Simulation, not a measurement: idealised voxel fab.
process module | voxel released beams
cross-section cut | 150 nm wide | cells 5 nm
A cross-section is a grid of square cells, given in bands from the top down. A band is one or more rows of cells.
Each band's line starts with the height of the band's top and of its bottom, in nm. Then come its materials from left to right, each with its width in nm. One material with "throughout" fills the band from edge to edge. "air" is empty space.
Height 0 is the level under which the wafer as received is all one material. The lowest band goes on downwards, as in "0 down".
A width such as "30 to 40" changes by the same amount from each row of cells to the next, from the band's top row to its bottom row.
"no change" after a step means that no cell of the cross-section changed.
closed voids: empty space of 8 cells or more with no open way to the top, each as width x height at its distance from the left edge, in nm
after a step's settings: what the simulator itself notes on the step
overlay nm, on a step with a mask: how far to the right of its planned place the mask lay; to the left if negative
plan
1 op RECEIVE | material Si
2 op CONFORMAL_DEP | material Al2O3 | thk nm 10
3 op DIRECTIONAL_DEP | material SiO2 | thk nm 10
4 op PATTERN | tone open | mask id ANCHOR | material resist | width nm 35 | thk nm 15 | overlay nm 0
5 op DIRECTIONAL_ETCH | etch materials SiO2 | depth nm 10
6 op STRIP | etch materials resist
7 op CONFORMAL_DEP | material polySi | thk nm 10
8 op MASKED_ETCH | tone cover | mask id BEAM | width nm 80 | etch materials polySi | depth nm 10 | overlay nm 0
9 op STRIP | etch materials SiO2
as received, after step 1
  0 down: Si throughout
  closed voids: none
first wafer at the end, as planned
  30 to 20: air 30 | polySi 15 | air 15 | polySi 50 | air 40
  20 to 10: air 35 | polySi 35 | air 80
  10 to 0: Al2O3 throughout
  0 down: Si throughout
  closed voids: none
second wafer at the end: like start, like plan, one mistake
  20 to 10: air 30 | polySi 15 | air 15 | polySi 50 | air 40
  10 to 0: air 35 | polySi 35 | air 80
  0 down: Si throughout
  closed voids: none
what went wrong: step 2 was left out
at the end the second wafer has, in cells: 60 fewer of Al2O3
